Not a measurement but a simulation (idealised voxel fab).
Process module name: voxel quadruple lines
Cross-sectional view cut (width: 300 nm; square cell size: 5 nm).
Think of the cross-section as a grid of square cells. We describe it in bands, top to bottom, and each band covers one or more rows of those cells. Basically the band line says how high the top is and how high the bottom is, in nm, and then what's in it from left to right, every material with its width in nm. Empty space shows up as "air", and if a single material carries "full width" it runs the full band edge to edge. Height 0 is the level under which the wafer as received is all one material. The lowest band goes on downwards, as in "0 down". Width spec "30..40" -> top row of cells at first value, bottom row at second value, equal per-row change in between. You'll sometimes find "remained the same" written for a step, and that's the way of saying that nowhere in the cross-section did a cell change during that step. The list in "Closed cavity list" covers empty spaces of 8 cells or more that cannot reach the top through any open way, and it gives each as width x height at distance; the distance is from the left edge, and width, height and distance are in nm. Where a step's line continues beyond its settings, the continuation is a remark by the simulator itself on that step. If you see "overlay nm" on a step's line and that step has a mask, it's telling you how far right of where it was planned the mask ended up; a negative number means it went left instead.
[This section lists the process steps that were planned]
step 1: RECEIVE with material Si
step 2: CONFORMAL_DEP with material Al2O3, thk nm 5
step 3: DIRECTIONAL_DEP with material W, thk nm 10
step 4: DIRECTIONAL_DEP with material polySi, thk nm 15
step 5: DIRECTIONAL_DEP with material aC, thk nm 25
step 6: PATTERN with tone cover, mask id MANDREL, material resist, width nm 35, thk nm 35, overlay nm 0
step 7: DIRECTIONAL_ETCH with etch materials aC, depth nm 25
step 8: STRIP with etch materials resist
step 9: CONFORMAL_DEP with material SiO2, thk nm 15
step 10: DIRECTIONAL_ETCH with etch materials SiO2, depth nm 15
step 11: STRIP with etch materials aC
step 12: DIRECTIONAL_ETCH with etch materials polySi, depth nm 15
step 13: STRIP with etch materials SiO2
step 14: CONFORMAL_DEP with material SiN, thk nm 10
step 15: DIRECTIONAL_ETCH with etch materials SiN, depth nm 10
step 16: STRIP with etch materials polySi
step 17: DIRECTIONAL_ETCH with etch materials W, depth nm 10
step 18: STRIP with etch materials SiN
[Cross-section of the wafer as it came to us, i.e., already through step 1]
> 0 down = Si full width
> Closed cavity list: none
[End-of-module cross-section. Starting structure and process plan as above; one mistake made in running it]
> 15 to 5 = 110 air | 10 W | 15 air | 10 W | 15 air | 10 W | 15 air | 10 W | 105 air
> 5 to 0 = Al2O3 full width
> 0 down = Si full width
> Closed cavity list: none
The plan and the run diverged here: step 6 deviated from plan and actually ran as PATTERN with tone cover, mask id MANDREL, material resist, width nm 35, thk nm 35, overlay nm 5
